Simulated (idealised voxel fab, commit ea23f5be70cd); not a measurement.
Module name: voxel capacitor over wiring (process module)
Section shown: cut. Width: 215 nm. Cell size: 5 nm, square.
In what follows, cross-sections appear as grids of square cells, described through bands that run from the top down, where every band is one or more rows of cells.
The entry gives the band's vertical extent as a top height and a bottom height in nm, then its horizontal make-up as materials from left to right, each with a width in nm. "air" stands for empty space; a single material marked "edge to edge" fills the band edge to edge.
For the purposes of this specification, 0 denotes the height below which the wafer in its as-received condition is composed wholly of one material, and the lowermost band, lacking a lower limit, extends downward without end, as expressed in "0 down".
Quick explanation for "30->40": the width changes in equal steps down the rows of cells, from the first number in the band's top row to the second number in its bottom row.
Key: "left unchanged" - step with no changed cell in the cross-section.
Closed-off voids of 8+ cells (no open route to the top) go in "closed voids", written width x height at distance from the left edge, in nm.
That trailing text on a step's line, after the settings, is the simulator's own remark on the step.
"overlay nm" on a masked step: distance the mask lay right of its planned place, negative for left.
[The steps planned for the process are as follows]
1) RECEIVE | material Si
2) CONFORMAL_DEP | material SiO2 | thk nm 10
3) CONFORMAL_DEP | material SiN | thk nm 5
4) DIRECTIONAL_DEP | material lowk | thk nm 15
5) MASKED_ETCH | tone open | mask id METAL_1 | width nm 30 | pitch nm 100 | etch materials lowk | depth nm 15 | overlay nm 0
6) MASKED_ETCH | tone open | mask id METAL_1 | width nm 30 | pitch nm 100 | etch materials SiN | depth nm 5 | overlay nm 0
7) CONFORMAL_DEP | material TiN | thk nm 5
8) FILL_DEP | material Cu | thk nm 10
9) CMP | height nm 30
10) CONFORMAL_DEP | material SiCN | thk nm 5
11) DIRECTIONAL_DEP | material SiO2 | thk nm 15
12) DIRECTIONAL_DEP | material aC | thk nm 15
13) PATTERN | tone open | mask id PLUG_1 | material resist | width nm 15 | thk nm 30 | overlay nm 0
14) DIRECTIONAL_ETCH | etch materials aC | depth nm 15
15) STRIP | etch materials resist
16) DIRECTIONAL_ETCH | etch materials SiO2 | depth nm 15
17) DIRECTIONAL_ETCH | etch materials SiCN | depth nm 5
18) STRIP | etch materials aC
19) CONFORMAL_DEP | material TiN | thk nm 5
20) FILL_DEP | material Cu | thk nm 5
21) CMP | height nm 50
22) DIRECTIONAL_DEP | material TiN | thk nm 10
23) DIRECTIONAL_DEP | material HfO2 | thk nm 5
24) DIRECTIONAL_DEP | material TiN | thk nm 5
25) DIRECTIONAL_DEP | material aC | thk nm 10
26) PATTERN | tone cover | mask id UPPER_PLATE | material resist | width nm 75 | thk nm 30 | overlay nm 0
27) DIRECTIONAL_ETCH | etch materials aC | depth nm 10
28) STRIP | etch materials resist
29) DIRECTIONAL_ETCH | etch materials TiN | depth nm 5
30) DIRECTIONAL_ETCH | etch materials HfO2 | depth nm 5
31) STRIP | etch materials aC
32) DIRECTIONAL_DEP | material aC | thk nm 10
33) PATTERN | tone cover | mask id LOWER_PLATE | material resist | width nm 85 | thk nm 25 | overlay nm 0
34) DIRECTIONAL_ETCH | etch materials aC | depth nm 10
35) STRIP | etch materials resist
36) DIRECTIONAL_ETCH | etch materials TiN | depth nm 10
37) STRIP | etch materials aC
38) FILL_DEP | material SiO2 | thk nm 15
39) CMP | height nm 80
40) PATTERN | tone open | mask id PLUG_2 | material resist | width nm 15 | thk nm 15 | overlay nm 0
41) DIRECTIONAL_ETCH | etch materials SiO2 | depth nm 10
42) STRIP | etch materials resist
43) CONFORMAL_DEP | material TiN | thk nm 5
44) FILL_DEP | material W | thk nm 10
45) CMP | height nm 80
46) CONFORMAL_DEP | material SiCN | thk nm 5
[Cross-section: wafer on arrival = after step 1]
	0 down: Si edge to edge
	closed voids: none
[End state of the module in cross-section, given the above starting point and plan and one mistake in execution]
	85 to 80: SiCN edge to edge
	80 to 75: 65 SiO2 / 5 TiN / 5 W / 5 TiN / 135 SiO2
	75 to 65: 65->55 SiO2 / 15->75 TiN / 135->85 SiO2
	65 to 60: 55 SiO2 / 75 HfO2 / 85 SiO2
	60 to 50: 50 SiO2 / 85 TiN / 80 SiO2
	50 to 35: 55 SiO2 / 5 TiN / 5 Cu / 5 TiN / 145 SiO2
	35 to 30: 55 SiCN / 15 TiN / 145 SiCN
	30 to 25: Cu edge to edge
	25 to 20: 45 TiN / 20 Cu / 80 TiN / 20 Cu / 50 TiN
	20 to 15: 40 lowk / 5 TiN / 20 Cu / 5 TiN / 70 lowk / 5 TiN / 20 Cu / 5 TiN / 45 lowk
	15 to 10: 40 SiN / 30 TiN / 70 SiN / 30 TiN / 45 SiN
	10 to 0: SiO2 edge to edge
	0 down: Si edge to edge
	closed voids: none
Finding, execution versus plan: off-plan run, step 4, actual operation and settings DIRECTIONAL_DEP | material lowk | thk nm 5
